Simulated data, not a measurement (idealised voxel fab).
process module | voxel self aligned vias
cross-section cut | 190 nm wide | cells 5 nm
A cross-section is a grid of square cells, given in bands from the top down. A band is one or more rows of cells.
Each band's line starts with the height of the band's top and of its bottom, in nm. Then come its materials from left to right, each with its width in nm. One material with "throughout" fills the band from edge to edge. "air" is empty space.
Height 0 is the level under which the wafer as received is all one material. The lowest band goes on downwards, as in "0 down".
A width such as "30 to 40" changes by the same amount from each row of cells to the next, from the band's top row to its bottom row.
"no change" after a step means that no cell of the cross-section changed.
closed voids: empty space of 8 cells or more with no open way to the top, each as width x height at its distance from the left edge, in nm
after a step's settings: what the simulator itself notes on the step
overlay nm, on a step with a mask: how far to the right of its planned place the mask lay; to the left if negative
plan
1 op RECEIVE | material Si
2 op CONFORMAL_DEP | material SiO2 | thk nm 10
3 op CONFORMAL_DEP | material SiCN | thk nm 5
4 op DIRECTIONAL_DEP | material SiO2 | thk nm 25
5 op PATTERN | tone open | mask id LINES | material resist | width nm 25 | pitch nm 70 | thk nm 15 | overlay nm 0
6 op DIRECTIONAL_ETCH | etch materials SiO2 | depth nm 25
7 op STRIP | etch materials resist
8 op CONFORMAL_DEP | material TiN | thk nm 5
9 op FILL_DEP | material W | thk nm 10
10 op CMP | height nm 40
11 op SELECTIVE_ETCH | etch materials W Ru TiN | depth nm 5
12 op FILL_DEP | material SiN | thk nm 5
13 op CMP | height nm 40
14 op DIRECTIONAL_DEP | material SiO2 | thk nm 20
15 op MASKED_ETCH | tone open | mask id VIAS | width nm 45 | etch materials SiO2 | depth nm 20 | overlay nm 0
16 op MASKED_ETCH | tone open | mask id VIAS | width nm 45 | etch materials SiN | depth nm 5 | overlay nm 0
17 op CONFORMAL_DEP | material TiN | thk nm 5
18 op FILL_DEP | material Ru | thk nm 5
19 op CMP | height nm 60
20 op CONFORMAL_DEP | material SiCN | thk nm 5
as received, after step 1
  0 down: Si throughout
  closed voids: none
first wafer at the end, as planned
  65 to 60: SiCN throughout
  60 to 45: SiO2 35 | TiN 5 | Ru 35 | TiN 5 | SiO2 110
  45 to 40: SiO2 35 | TiN 15 | Ru 15 | TiN 15 | SiO2 110
  40 to 35: SiO2 45 | TiN 25 | SiO2 45 | SiN 25 | SiO2 50
  35 to 20: SiO2 45 | TiN 5 | W 15 | TiN 5 | SiO2 45 | TiN 5 | W 15 | TiN 5 | SiO2 50
  20 to 15: SiO2 45 | TiN 25 | SiO2 45 | TiN 25 | SiO2 50
  15 to 10: SiCN throughout
  10 to 0: SiO2 throughout
  0 down: Si throughout
  closed voids: none
second wafer at the end: like start, like plan, one mistake
  65 to 60: SiCN throughout
  60 to 45: SiO2 35 | TiN 5 | Ru 35 | TiN 5 | SiO2 110
  45 to 40: SiO2 35 | TiN 15 | Ru 15 | TiN 15 | SiO2 110
  40 to 35: SiO2 45 | TiN 25 | SiO2 45 | SiN 25 | SiO2 50
  35 to 20: SiO2 45 | TiN 5 | W 15 | TiN 5 | SiO2 45 | TiN 5 | W 15 | TiN 5 | SiO2 50
  20 to 15: SiO2 45 | TiN 25 | SiO2 45 | TiN 25 | SiO2 50
  15 to 10: SiN throughout
  10 to 0: SiO2 throughout
  0 down: Si throughout
  closed voids: none
what went wrong: step 3 ran as: op CONFORMAL_DEP | material SiN | thk nm 5
at the end the second wafer has, in cells: 38 fewer of SiCN | 38 more of SiN
